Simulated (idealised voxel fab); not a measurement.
The process module that follows is named voxel ribs on slabs.
Each square cell in cross-section cut measures 5 nm, and the section as a whole is 185 nm wide.
Cross-section spec: square-cell grid; bands listed top down; each band is one or more rows.
Band: top and bottom heights (nm) first, top before bottom; then materials from left to right, widths in nm. "edge to edge" marks a sole material filling the band edge to edge. "blank" denotes empty space.
Note: height 0 marks the level under which the wafer is uniformly one material as received. Lowest band unbounded below, written "top 0, no bottom".
Read "30 to 40" as a graded width: first number on top, second number at the bottom, same change between each pair of neighbouring rows.
The cross-section has no changed cell in any step marked "changes: none".
Listed in "Sealed cavities": every empty space of 8 or more cells without an open way to the top. Form: width x height at distance, the distance being from the left edge, all in nm.
Note: text after step settings on the step line = simulator remark on that step.
When a step includes a mask, the "overlay nm" setting on its line states how far to the right of its planned place that mask lay, and negative values state how far to the left.

[The steps planned for the process are as follows]
1 RECEIVE | material Si
2 DIRECTIONAL_DEP | material SiO2 | thk nm 25
3 DIRECTIONAL_DEP | material polySi | thk nm 15
4 PATTERN | tone cover | mask id RIB | material resist | width nm 25 | thk nm 15 | overlay nm 0
5 DIRECTIONAL_ETCH | etch materials polySi | depth nm 10
6 STRIP | etch materials resist
7 MASKED_ETCH | tone cover | mask id SLAB | width nm 65 | etch materials polySi | depth nm 5 | overlay nm 0
8 FILL_DEP | material SiO2 | thk nm 20
9 CMP | height nm 50
10 DIRECTIONAL_DEP | material TiN | thk nm 10
11 MASKED_ETCH | tone cover | mask id HEATER | width nm 35 | etch materials TiN | depth nm 10 | overlay nm 0
12 CONFORMAL_DEP | material SiN | thk nm 5

[Wafer cross-section on receipt, i.e. after step 1]
    top 0, no bottom: Si edge to edge
    Sealed cavities: none

[This is how the wafer looks in cross-section once the module is done, given the starting state and plan above and one mistake in carrying the plan out]
    top 65, bottom 60: blank: 70, then polySi: 45, then blank: 70
    top 60, bottom 55: blank: 70, then polySi: 5, then TiN: 35, then polySi: 5, then blank: 70
    top 55, bottom 50: polySi: 75, then TiN: 35, then polySi: 75
    top 50, bottom 40: SiO2 edge to edge
    top 40, bottom 30: SiO2: 80, then polySi: 25, then SiO2: 80
    top 30, bottom 25: SiO2: 60, then polySi: 65, then SiO2: 60
    top 25, bottom 0: SiO2 edge to edge
    top 0, no bottom: Si edge to edge
    Sealed cavities: none
Here's what went sideways: step 12 changed vs plan, executed as CONFORMAL_DEP | material polySi | thk nm 5
